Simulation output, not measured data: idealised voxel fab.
The document below concerns the process module designated voxel tone inversion.
The cross-section on display is named cut; it measures 170 nm wide, and its cells are 5 nm squares.
Cross-section, as written here: a square-cell grid given band by band from the top down, where a band holds one or more rows of cells. The entry gives the band's vertical extent as a top height and a bottom height in nm, then its horizontal make-up as materials from left to right, each with a width in nm. "blank" stands for empty space; a single material marked "everywhere" fills the band edge to edge. The reference from which all heights are counted is 0, the level beneath which the as-received wafer is entirely one material; the lowest band, having no lower bound, proceeds downward and is written after the example "0 -> down". Width: "30->40" (first number = top row, second number = bottom row, same change from row to row of cells). "no change" after a step means that no cell of the cross-section changed. In "Enclosed cavity list" the enclosed voids are listed, meaning empty spaces of 8 cells or larger without any opening to the top. The form is width x height at distance, distance from the left edge, units nm. Past the settings on a step's line: simulator remark, on that step. overlay nm: on a step with a mask, how far right of its planned place the mask lay; negative means left.
Listed below are the process steps as planned:
step 1: RECEIVE: material Si
step 2: CONFORMAL_DEP: material SiN, thk nm 10
step 3: DIRECTIONAL_DEP: material polySi, thk nm 20
step 4: PATTERN: tone cover, mask id POSTS, material resist, width nm 15, pitch nm 45, thk nm 25, overlay nm 0
step 5: DIRECTIONAL_ETCH: etch materials polySi, depth nm 20
step 6: STRIP: etch materials resist
step 7: FILL_DEP: material lowk, thk nm 10
step 8: CMP: height nm 30
step 9: STRIP: etch materials polySi
step 10: CONFORMAL_DEP: material TiN, thk nm 5
step 11: FILL_DEP: material Cu, thk nm 10
step 12: CMP: height nm 30
step 13: CONFORMAL_DEP: material SiCN, thk nm 5
Wafer as received: cross-section following step 1:
* 0 -> down = Si everywhere
* Enclosed cavity list: none
First of two wafers at the end of the module, shown in cross-section; run carried out as planned:
* 35 -> 30 = SiCN everywhere
* 30 -> 15 = lowk 30  TiN 5  Cu 5  TiN 5  lowk 30  TiN 5  Cu 5  TiN 5  lowk 30  TiN 5  Cu 5  TiN 5  lowk 35
* 15 -> 10 = lowk 30  TiN 15  lowk 30  TiN 15  lowk 30  TiN 15  lowk 35
* 10 -> 0 = SiN everywhere
* 0 -> down = Si everywhere
* Enclosed cavity list: none
Second wafer cross-section at end of module - shared start and plan with the first, one mistake in the run:
* 35 -> 30 = SiCN everywhere
* 30 -> 15 = lowk 30  TiN 5  polySi 5  TiN 5  lowk 30  TiN 5  polySi 5  TiN 5  lowk 30  TiN 5  polySi 5  TiN 5  lowk 35
* 15 -> 10 = lowk 30  TiN 15  lowk 30  TiN 15  lowk 30  TiN 15  lowk 35
* 10 -> 0 = SiN everywhere
* 0 -> down = Si everywhere
* Enclosed cavity list: none
what went wrong: step 11 was processed under conditions differing from the plan, specifically as FILL_DEP: material polySi, thk nm 10
Final difference in cells, second wafer against first, listed per material as more or fewer: Cu -9; polySi +9
